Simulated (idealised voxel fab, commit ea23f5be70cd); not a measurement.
process module | voxel self aligned vias
cross-section cut | 180 nm wide | cells 5 nm
A cross-section is a grid of square cells, given in bands from the top down. A band is one or more rows of cells.
Each band's line starts with the height of the band's top and of its bottom, in nm. Then come its materials from left to right, each with its width in nm. One material with "throughout" fills the band from edge to edge. "air" is empty space.
Height 0 is the level under which the wafer as received is all one material. The lowest band goes on downwards, as in "0 down".
A width such as "30 to 40" changes by the same amount from each row of cells to the next, from the band's top row to its bottom row.
"no change" after a step means that no cell of the cross-section changed.
closed voids: empty space of 8 cells or more with no open way to the top, each as width x height at its distance from the left edge, in nm
after a step's settings: what the simulator itself notes on the step
overlay nm, on a step with a mask: how far to the right of its planned place the mask lay; to the left if negative
plan
1 op RECEIVE | material Si
2 op CONFORMAL_DEP | material SiO2 | thk nm 10
3 op CONFORMAL_DEP | material SiCN | thk nm 5
4 op DIRECTIONAL_DEP | material lowk | thk nm 25
5 op MASKED_ETCH | tone open | mask id LINES | width nm 30 | pitch nm 75 | etch materials lowk | depth nm 25 | overlay nm 0
6 op CONFORMAL_DEP | material TiN | thk nm 5
7 op FILL_DEP | material Ru | thk nm 5
8 op CMP | height nm 40
9 op SELECTIVE_ETCH | etch materials W Ru TiN | depth nm 5
10 op FILL_DEP | material SiN | thk nm 5
11 op CMP | height nm 40
12 op DIRECTIONAL_DEP | material lowk | thk nm 20
13 op DIRECTIONAL_DEP | material aC | thk nm 15
14 op PATTERN | tone open | mask id VIAS | material resist | width nm 50 | pitch nm 75 | thk nm 30 | overlay nm 0
15 op DIRECTIONAL_ETCH | etch materials aC | depth nm 15
16 op STRIP | etch materials resist
17 op DIRECTIONAL_ETCH | etch materials lowk | depth nm 20
18 op DIRECTIONAL_ETCH | etch materials SiN | depth nm 5
19 op STRIP | etch materials aC
20 op CONFORMAL_DEP | material TiN | thk nm 5
21 op FILL_DEP | material Ru | thk nm 5
22 op CMP | height nm 60
23 op CONFORMAL_DEP | material SiN | thk nm 5
as received, after step 1
  0 down: Si throughout
  closed voids: none
first wafer at the end, as planned
  65 to 60: SiN throughout
  60 to 45: lowk 25 | TiN 5 | Ru 40 | TiN 5 | lowk 25 | TiN 5 | Ru 40 | TiN 5 | lowk 30
  45 to 40: lowk 25 | TiN 15 | Ru 20 | TiN 15 | lowk 25 | TiN 15 | Ru 20 | TiN 15 | lowk 30
  40 to 35: lowk 35 | TiN 30 | lowk 45 | TiN 30 | lowk 40
  35 to 20: lowk 35 | TiN 5 | Ru 20 | TiN 5 | lowk 45 | TiN 5 | Ru 20 | TiN 5 | lowk 40
  20 to 15: lowk 35 | TiN 30 | lowk 45 | TiN 30 | lowk 40
  15 to 10: SiCN throughout
  10 to 0: SiO2 throughout
  0 down: Si throughout
  closed voids: none
second wafer at the end: like start, like plan, one mistake
  65 to 60: SiN throughout
  60 to 45: lowk 25 | TiN 5 | Ru 40 | TiN 5 | lowk 25 | TiN 5 | Ru 40 | TiN 5 | lowk 30
  45 to 40: lowk 25 | TiN 15 | Ru 20 | TiN 15 | lowk 25 | TiN 15 | Ru 20 | TiN 15 | lowk 30
  40 to 35: lowk 35 | TiN 30 | lowk 45 | TiN 30 | lowk 40
  35 to 20: lowk 35 | TiN 5 | Ru 20 | TiN 5 | lowk 45 | TiN 5 | Ru 20 | TiN 5 | lowk 40
  20 to 15: lowk 35 | TiN 30 | lowk 45 | TiN 30 | lowk 40
  15 to 5: SiO2 throughout
  5 to 0: SiCN throughout
  0 down: Si throughout
  closed voids: none
what went wrong: steps 2 and 3 were swapped
at the end the second wafer has, in cells: as many of each material as the first, in other places
